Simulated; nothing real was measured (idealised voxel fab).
You're looking at the process module voxel double patterning.
Each square cell in cross-section cut measures 5 nm, and the section as a whole is 265 nm wide.
Just so we're on the same page, the cross-sections are grids of square cells, and they're listed out in bands top to bottom, each band one or more rows deep.
Each band's line starts with the height of the band's top and of its bottom, in nm. Then come its materials from left to right, each with its width in nm. One material with "everywhere" fills the band from edge to edge. "air" is empty space.
The level at which height equals 0 is the one under which the wafer, as it arrives, is entirely one material. No lower edge exists for the bottom band, which continues downward and is notated as in "0..down".
A two-number width, for instance "30..40", indicates that the width is equal to the first number in the top row of the band and to the second number in the bottom row, and that it changes by a constant amount per row of cells.
"stayed the same" (step): cross-section cells unchanged, all of them.
For the entry "Unvented voids", the listed items are empty spaces with no open way to the top whose size is 8 cells or more; each item follows the pattern width x height at distance, where distance is from the left edge and all three are in nm.
Where a step's line continues beyond its settings, the continuation is a remark by the simulator itself on that step.
overlay nm: where the mask lay relative to plan, measured to the right, on steps with a mask; negatives go left.
### Process steps (planned)
1) RECEIVE [material Si]
2) CONFORMAL_DEP [material SiO2] [thk nm 5]
3) DIRECTIONAL_DEP [material polySi] [thk nm 20]
4) DIRECTIONAL_DEP [material SiN] [thk nm 5]
5) PATTERN [tone open] [mask id FIRST] [material resist] [width nm 15] [pitch nm 50] [thk nm 15] [overlay nm 0]
6) DIRECTIONAL_ETCH [etch materials SiN] [depth nm 5]
7) STRIP [etch materials resist]
8) DIRECTIONAL_DEP [material aC] [thk nm 10]
9) PATTERN [tone open] [mask id SECOND] [material resist] [width nm 15] [pitch nm 50] [thk nm 30] [overlay nm 0]
10) DIRECTIONAL_ETCH [etch materials aC] [depth nm 10]
11) STRIP [etch materials resist]
12) DIRECTIONAL_ETCH [etch materials SiN] [depth nm 5]
13) STRIP [etch materials aC]
14) DIRECTIONAL_ETCH [etch materials polySi] [depth nm 20]
15) STRIP [etch materials SiN]
Every wafer here starts from the same state; it is the step 4 thk nm that distinguishes them, and the value the plan gives belongs to the first wafer.
### As-received state after step 1, first of several wafers, cross-section
  0..down  Si everywhere
  Unvented voids: none
### Cross-section after step 15, the final step of the module, for the first of several wafers
  25..5  polySi: 75 / air: 15 / polySi: 10 / air: 15 / polySi: 10 / air: 15 / polySi: 10 / air: 15 / polySi: 10 / air: 15 / polySi: 75
  5..0  SiO2 everywhere
  0..down  Si everywhere
  Unvented voids: none
### Cross-section, module end, final of several wafers
  25..5  polySi everywhere
  5..0  SiO2 everywhere
  0..down  Si everywhere
  Unvented voids: none
### Each row below is a wafer at the end of the module, listing for every material the number of cells it has gained (+) or lost (-) since it was received, followed by its closed voids
thk nm 5, +53 SiO2, +152 polySi, Unvented voids: none
thk nm 10, +53 SiO2, +212 polySi, Unvented voids: none
thk nm 15, +53 SiO2, +212 polySi, Unvented voids: none
thk nm 20, +53 SiO2, +212 polySi, Unvented voids: none
